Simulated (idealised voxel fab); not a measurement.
Title: Process Module voxel capacitor over wiring
165 nm wide, 5 nm square cells: that's cross-section cut.
Each cross-section below is a grid of square cells, stated as bands in top-down order, with one or more rows of cells making up each band. Heads up on the band format: heights come first, top then bottom, in nm. After that it's the materials left to right, each with its width in nm. A single material flagged "all across" fills the whole band edge to edge, and "empty" means there's empty space there. The level at which height equals 0 is the one under which the wafer, as it arrives, is entirely one material. No lower edge exists for the bottom band, which continues downward and is notated as in "0..down". Think of "30..40" as a width that walks from the first number to the second as you go down the band, top row to bottom row, taking equal-sized steps from row to row. No cell of the cross-section changed in a step that is given as "remains unaltered". Entry "Tabulated closed voids". Content: empty spaces with no open connection to the top, size 8 cells or greater. Each: width x height at distance. Distance: from left edge. Unit: nm. Step line, after settings: the simulator's comment on this step. "overlay nm" answers the question of how far to the right of plan the mask lay on a step that has a mask, and when it is negative the answer is to the left.
-- Listed below are the process steps as planned
1) RECEIVE: material Si
2) CONFORMAL_DEP: material SiO2, thk nm 15
3) CONFORMAL_DEP: material SiN, thk nm 5
4) DIRECTIONAL_DEP: material SiO2, thk nm 25
5) PATTERN: tone open, mask id METAL_1, material resist, width nm 20, pitch nm 75, thk nm 20, overlay nm 0
6) DIRECTIONAL_ETCH: etch materials SiO2, depth nm 25
7) DIRECTIONAL_ETCH: etch materials SiN, depth nm 5
8) STRIP: etch materials resist
9) CONFORMAL_DEP: material TiN, thk nm 5
10) FILL_DEP: material Ru, thk nm 5
11) CMP: height nm 45
12) EPI: material Ru, thk nm 5
13) FILL_DEP: material SiCN, thk nm 5
14) DIRECTIONAL_DEP: material SiO2, thk nm 20
15) MASKED_ETCH: tone open, mask id PLUG_1, width nm 15, etch materials SiO2, depth nm 20, overlay nm 0
16) MASKED_ETCH: tone open, mask id PLUG_1, width nm 15, etch materials SiCN, depth nm 5, overlay nm 0
17) EPI: material Ru, thk nm 10
18) EPI: material Ru, thk nm 10
19) EPI: material Ru, thk nm 5
20) DIRECTIONAL_DEP: material TiN, thk nm 5
21) DIRECTIONAL_DEP: material SiN, thk nm 5
22) DIRECTIONAL_DEP: material TiN, thk nm 5
23) DIRECTIONAL_DEP: material aC, thk nm 15
24) PATTERN: tone cover, mask id UPPER_PLATE, material resist, width nm 60, thk nm 30, overlay nm 0
25) DIRECTIONAL_ETCH: etch materials aC, depth nm 15
26) STRIP: etch materials resist
27) DIRECTIONAL_ETCH: etch materials TiN, depth nm 5
28) DIRECTIONAL_ETCH: etch materials SiN, depth nm 5
29) STRIP: etch materials aC
30) MASKED_ETCH: tone cover, mask id LOWER_PLATE, width nm 70, etch materials TiN, depth nm 5, overlay nm 0
31) FILL_DEP: material SiO2, thk nm 20
32) CMP: height nm 105
33) DIRECTIONAL_DEP: material aC, thk nm 15
34) PATTERN: tone open, mask id PLUG_2, material resist, width nm 15, thk nm 35, overlay nm 0
35) DIRECTIONAL_ETCH: etch materials aC, depth nm 15
36) STRIP: etch materials resist
37) DIRECTIONAL_ETCH: etch materials SiO2, depth nm 15
38) STRIP: etch materials aC
39) CONFORMAL_DEP: material TiN, thk nm 5
40) FILL_DEP: material Ru, thk nm 5
41) CMP: height nm 105
42) CONFORMAL_DEP: material SiN, thk nm 5
-- The cross-section here shows the wafer as received, i.e. in its state after step 1
- 0..down: Si all across
- Tabulated closed voids: none
-- The cross-section shown corresponds to the wafer at the conclusion of the module. The initial structure and the process plan are those presented above; however, one mistake occurred in executing the plan
- 110..105: SiN all across
- 105..100: SiO2=50; TiN=5; Ru=5; TiN=5; SiO2=100
- 100..90: SiO2=50..40; TiN=15..25; SiO2=100
- 90..85: SiO2=40; SiN=20; TiN=40; SiO2=65
- 85..80: SiO2=35; TiN=25; SiN=40; SiO2=65
- 80..75: SiO2=35; Ru=25; TiN=45; SiO2=60
- 75..55: SiO2=40; Ru=15; SiO2=110
- 55..50: TiN all across
- 50..45: TiN=30; Ru=30; TiN=45; Ru=30; TiN=30
- 45..20: SiO2=35; TiN=5; Ru=10; TiN=5; SiO2=55; TiN=5; Ru=10; TiN=5; SiO2=35
- 20..15: SiN=35; TiN=20; SiN=55; TiN=20; SiN=35
- 15..0: SiO2 all across
- 0..down: Si all across
- Tabulated closed voids: none
Diagnosis: step 13 was processed under conditions differing from the plan, specifically as FILL_DEP: material TiN, thk nm 5
